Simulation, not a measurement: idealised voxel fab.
Documented hereafter: the process module known as voxel gate over fins.
Cross-section cut: width 250 nm, square cells of 5 nm.
Format of a cross-section: grid, square cells. Given as bands. Order: top down. Band: one or more rows of cells. Band: top and bottom heights (nm) first, top before bottom; then materials from left to right, widths in nm. "full width" marks a sole material filling the band edge to edge. "empty" denotes empty space. The level at which height equals 0 is the one under which the wafer, as it arrives, is entirely one material. No lower edge exists for the bottom band, which continues downward and is notated as in "from 0 down". Per-row width for "30 to 40": begins at first number (top row of band), ends at second number (bottom row), increment between rows held constant. Key: "all unchanged" - step with no changed cell in the cross-section. What "Fully closed voids" gives you is every empty space of 8 cells or more that is cut off from the top. Each appears as width x height at distance, with the distance taken from the left edge and width, height and distance all in nm. Step line, after settings: the simulator's comment on this step. You can add "overlay nm" to a step's line. For a step with a mask, it describes how far the mask lay to the right of its planned position, and a negative number describes a lay to the left.

### Planned step list for the process
1 RECEIVE: material Si
2 CONFORMAL_DEP: material SiN, thk nm 5
3 PATTERN: tone cover, mask id FINS, material resist, width nm 15, pitch nm 35, thk nm 15, overlay nm 0
4 DIRECTIONAL_ETCH: etch materials SiN, depth nm 5
5 DIRECTIONAL_ETCH: etch materials Si, depth nm 40
6 STRIP: etch materials resist
7 FILL_DEP: material SiO2, thk nm 15
8 CMP: height nm 5
9 SELECTIVE_ETCH: etch materials SiO2, depth nm 15
10 STRIP: etch materials SiN
11 CONFORMAL_DEP: material HfO2, thk nm 5
12 CONFORMAL_DEP: material TiN, thk nm 5
13 FILL_DEP: material W, thk nm 10
14 CMP: height nm 15
15 CONFORMAL_DEP: material SiCN, thk nm 5

### The following pertains to the first of two wafers, which was processed as planned

### Cross-section of the incoming wafer, state after step 1
> from 0 down  Si full width
> Fully closed voids: none

### Take a look at the wafer's cross-section after step 2
> from 5 to 0  SiN full width
> Everything below 0 is unchanged.

### Take a look at the wafer's cross-section after step 3
> from 20 to 5  80 nm empty | 15 nm resist | 20 nm empty | 15 nm resist | 20 nm empty | 15 nm resist | 85 nm empty
> Everything below 5 is unchanged.

### Take a look at the wafer's cross-section after step 4
> from 20 to 5  80 nm empty | 15 nm resist | 20 nm empty | 15 nm resist | 20 nm empty | 15 nm resist | 85 nm empty
> from 5 to 0  80 nm empty | 15 nm SiN | 20 nm empty | 15 nm SiN | 20 nm empty | 15 nm SiN | 85 nm empty
> Everything below 0 is unchanged.

### Take a look at the wafer's cross-section after step 5
> from 20 to 5  80 nm empty | 15 nm resist | 20 nm empty | 15 nm resist | 20 nm empty | 15 nm resist | 85 nm empty
> from 5 to 0  80 nm empty | 15 nm SiN | 20 nm empty | 15 nm SiN | 20 nm empty | 15 nm SiN | 85 nm empty
> from 0 to -40  80 nm empty | 15 nm Si | 20 nm empty | 15 nm Si | 20 nm empty | 15 nm Si | 85 nm empty
> Everything below -40 is unchanged.

### Take a look at the wafer's cross-section after step 6
> from 5 to 0  80 nm empty | 15 nm SiN | 20 nm empty | 15 nm SiN | 20 nm empty | 15 nm SiN | 85 nm empty
> Everything below 0 is unchanged.

### Take a look at the wafer's cross-section after step 7
> from 20 to 5  SiO2 full width
> from 5 to 0  80 nm SiO2 | 15 nm SiN | 20 nm SiO2 | 15 nm SiN | 20 nm SiO2 | 15 nm SiN | 85 nm SiO2
> from 0 to -40  80 nm SiO2 | 15 nm Si | 20 nm SiO2 | 15 nm Si | 20 nm SiO2 | 15 nm Si | 85 nm SiO2
> Everything below -40 is unchanged.

### Take a look at the wafer's cross-section after step 8
> from 5 to 0  80 nm SiO2 | 15 nm SiN | 20 nm SiO2 | 15 nm SiN | 20 nm SiO2 | 15 nm SiN | 85 nm SiO2
> Everything below 0 is unchanged.

### Take a look at the wafer's cross-section after step 9
> from 5 to 0  80 nm empty | 15 nm SiN | 20 nm empty | 15 nm SiN | 20 nm empty | 15 nm SiN | 85 nm empty
> from 0 to -10  80 nm empty | 15 nm Si | 20 nm empty | 15 nm Si | 20 nm empty | 15 nm Si | 85 nm empty
> Everything below -10 is unchanged.

### Take a look at the wafer's cross-section after step 10
> from 0 to -10  80 nm empty | 15 nm Si | 20 nm empty | 15 nm Si | 20 nm empty | 15 nm Si | 85 nm empty
> Everything below -10 is unchanged.

### Take a look at the wafer's cross-section after step 11
> from 5 to 0  75 nm empty | 25 nm HfO2 | 10 nm empty | 25 nm HfO2 | 10 nm empty | 25 nm HfO2 | 80 nm empty
> from 0 to -5  75 nm empty | 5 nm HfO2 | 15 nm Si | 5 nm HfO2 | 10 nm empty | 5 nm HfO2 | 15 nm Si | 5 nm HfO2 | 10 nm empty | 5 nm HfO2 | 15 nm Si | 5 nm HfO2 | 80 nm empty
> from -5 to -10  80 nm HfO2 | 15 nm Si | 20 nm HfO2 | 15 nm Si | 20 nm HfO2 | 15 nm Si | 85 nm HfO2
> Everything below -10 is unchanged.

### Take a look at the wafer's cross-section after step 12
> from 10 to 5  70 nm empty | 105 nm TiN | 75 nm empty
> from 5 to 0  70 nm empty | 5 nm TiN | 25 nm HfO2 | 10 nm TiN | 25 nm HfO2 | 10 nm TiN | 25 nm HfO2 | 5 nm TiN | 75 nm empty
> from 0 to -5  75 nm TiN | 5 nm HfO2 | 15 nm Si | 5 nm HfO2 | 10 nm TiN | 5 nm HfO2 | 15 nm Si | 5 nm HfO2 | 10 nm TiN | 5 nm HfO2 | 15 nm Si | 5 nm HfO2 | 80 nm TiN
> Everything below -5 is unchanged.

### Take a look at the wafer's cross-section after step 13
> from 20 to 10  W full width
> from 10 to 5  70 nm W | 105 nm TiN | 75 nm W
> from 5 to 0  70 nm W | 5 nm TiN | 25 nm HfO2 | 10 nm TiN | 25 nm HfO2 | 10 nm TiN | 25 nm HfO2 | 5 nm TiN | 75 nm W
> Everything below 0 is unchanged.

### Take a look at the wafer's cross-section after step 14
> from 15 to 10  W full width
> Everything below 10 is unchanged.

### Take a look at the wafer's cross-section after step 15
> from 20 to 15  SiCN full width
> Everything below 15 is unchanged.

### The remaining wafer, second of the two, started like the first and was run to the same plan, except that one mistake was made along the way; the two coincide through step 13, inclusive

### Cross-section of the second wafer corresponding to the planned conclusion of step 14
> from 10 to 5  70 nm W | 105 nm TiN | 75 nm W
> Everything below 5 is unchanged.

### Cross-section of the second wafer corresponding to the planned conclusion of step 15
> from 15 to 10  SiCN full width
> Everything below 10 is unchanged.
So what did we get wrong on this run? off-plan run, step 14, actual operation and settings CMP: height nm 10
Per the end-of-run cell counts, the second wafer holds more or fewer of some materials than the first: W: 50 fewer
